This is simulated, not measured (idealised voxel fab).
The name of this process module is voxel ribs on slabs.
285 nm wide, 5 nm square cells: that's cross-section cut.
Square cells in a grid make up a cross-section in this document, and the grid is given as bands, listed from the top down, each one or more rows of cells. Heights first: top, then bottom, in nm. Then materials, left to right, each with a width in nm. "throughout" on a single material: fills the band edge to edge. "air": empty space. Convention: height 0 is the level below which the wafer, as received, is all one material. The lowest band does not terminate at the bottom but continues downward, represented as "0 and below". A two-number width, for instance "30 to 40", indicates that the width is equal to the first number in the top row of the band and to the second number in the bottom row, and that it changes by a constant amount per row of cells. "no alterations made", as given for a step, is the statement that not any cell of the cross-section underwent a change during that step. You'll see "Enclosed internal cavities" listing empty spaces that have no way open to the top, as long as they're 8 cells or more; the notation is width x height at distance, where the distance is from the left edge, and all of it is in nm. It should be noted that, on the line of a given step, the content following the step's settings is a remark produced by the simulator itself with respect to that step. On any step carrying a mask, the "overlay nm" setting, if present on the step's line, tells how far right of its planned place the mask lay; negative values point to the left.
**Here's what the planned process steps look like**
1 RECEIVE | material Si
2 DIRECTIONAL_DEP | material SiO2 | thk nm 30
3 DIRECTIONAL_DEP | material SiN | thk nm 15
4 PATTERN | tone cover | mask id RIB | material resist | width nm 25 | thk nm 20 | overlay nm 0
5 DIRECTIONAL_ETCH | etch materials SiN | depth nm 5
6 STRIP | etch materials resist
7 MASKED_ETCH | tone cover | mask id SLAB | width nm 55 | etch materials SiN | depth nm 10 | overlay nm 0
8 FILL_DEP | material SiO2 | thk nm 20
9 CMP | height nm 55
10 DIRECTIONAL_DEP | material W | thk nm 10
11 MASKED_ETCH | tone cover | mask id HEATER | width nm 35 | etch materials W | depth nm 10 | overlay nm 0
12 CONFORMAL_DEP | material SiO2 | thk nm 5
**The first of the two wafers, which ran as planned**
**Wafer cross-section on receipt, i.e. after step 1**
  0 and below  Si throughout
  Enclosed internal cavities: none
**After step 2, in cross-section**
  30 down to 0  SiO2 throughout
  Below 0, no change.
**After step 3, in cross-section**
  45 down to 30  SiN throughout
  Below 30, no change.
**After step 4, in cross-section**
  65 down to 45  130 of air / 25 of resist / 130 of air
  Below 45, no change.
**After step 5, in cross-section**
  65 down to 45  130 of air / 25 of resist / 130 of air
  45 down to 40  130 of air / 25 of SiN / 130 of air
  Below 40, no change.
**After step 6, in cross-section**
  45 down to 40  130 of air / 25 of SiN / 130 of air
  Below 40, no change.
**After step 7, in cross-section**
  45 down to 40  130 of air / 25 of SiN / 130 of air
  40 down to 30  115 of air / 55 of SiN / 115 of air
  Below 30, no change.
**After step 8, in cross-section**
  65 down to 45  SiO2 throughout
  45 down to 40  130 of SiO2 / 25 of SiN / 130 of SiO2
  40 down to 30  115 of SiO2 / 55 of SiN / 115 of SiO2
  Below 30, no change.
**After step 9, in cross-section**
  55 down to 45  SiO2 throughout
  Below 45, no change.
**After step 10, in cross-section**
  65 down to 55  W throughout
  Below 55, no change.
**After step 11, in cross-section**
  65 down to 55  125 of air / 35 of W / 125 of air
  Below 55, no change.
**After step 12, in cross-section**
  70 down to 65  120 of air / 45 of SiO2 / 120 of air
  65 down to 60  120 of air / 5 of SiO2 / 35 of W / 5 of SiO2 / 120 of air
  60 down to 55  125 of SiO2 / 35 of W / 125 of SiO2
  Below 55, no change.
**It is to be noted that the second wafer proceeded from the same initial state and according to the same plan as the first, although one mistake was committed in its execution; through step 2, inclusive, the two wafers share an identical history**
**The second wafer in cross-section, at the planned close of step 3**
  50 down to 30  130 of air / 25 of resist / 130 of air
  Below 30, no change.
**The second wafer in cross-section, at the planned close of step 4**
  65 down to 50  130 of air / 25 of SiN / 130 of air
  50 down to 45  130 of air / 25 of resist / 130 of air
  45 down to 30  130 of SiN / 25 of resist / 130 of SiN
  Below 30, no change.
**The second wafer in cross-section, at the planned close of step 5**
  60 down to 50  130 of air / 25 of SiN / 130 of air
  50 down to 40  130 of air / 25 of resist / 130 of air
  Below 40, no change.
**The second wafer in cross-section, at the planned close of step 6**
  40 down to 30  130 of SiN / 25 of air / 130 of SiN
  Below 30, no change.
**The second wafer in cross-section, at the planned close of step 7**
  40 down to 30  115 of air / 15 of SiN / 25 of air / 15 of SiN / 115 of air
  Below 30, no change.
**The second wafer in cross-section, at the planned close of step 8**
  60 down to 40  SiO2 throughout
  40 down to 30  115 of SiO2 / 15 of SiN / 25 of SiO2 / 15 of SiN / 115 of SiO2
  Below 30, no change.
**The second wafer in cross-section, at the planned close of step 9**
  55 down to 40  SiO2 throughout
  Below 40, no change.
**The second wafer in cross-section, at the planned close of step 10**
  65 down to 55  W throughout
  Below 55, no change.
**The second wafer in cross-section, at the planned close of step 11**
  65 down to 55  125 of air / 35 of W / 125 of air
  Below 55, no change.
**The second wafer in cross-section, at the planned close of step 12**
  70 down to 65  120 of air / 45 of SiO2 / 120 of air
  65 down to 60  120 of air / 5 of SiO2 / 35 of W / 5 of SiO2 / 120 of air
  60 down to 55  125 of SiO2 / 35 of W / 125 of SiO2
  Below 55, no change.
Finding, execution versus plan: plan steps 3 and 4 run swapped
The closing comparison, in cells, has the second wafer with more or fewer of some materials than the first: 15 fewer of SiN, 15 more of SiO2
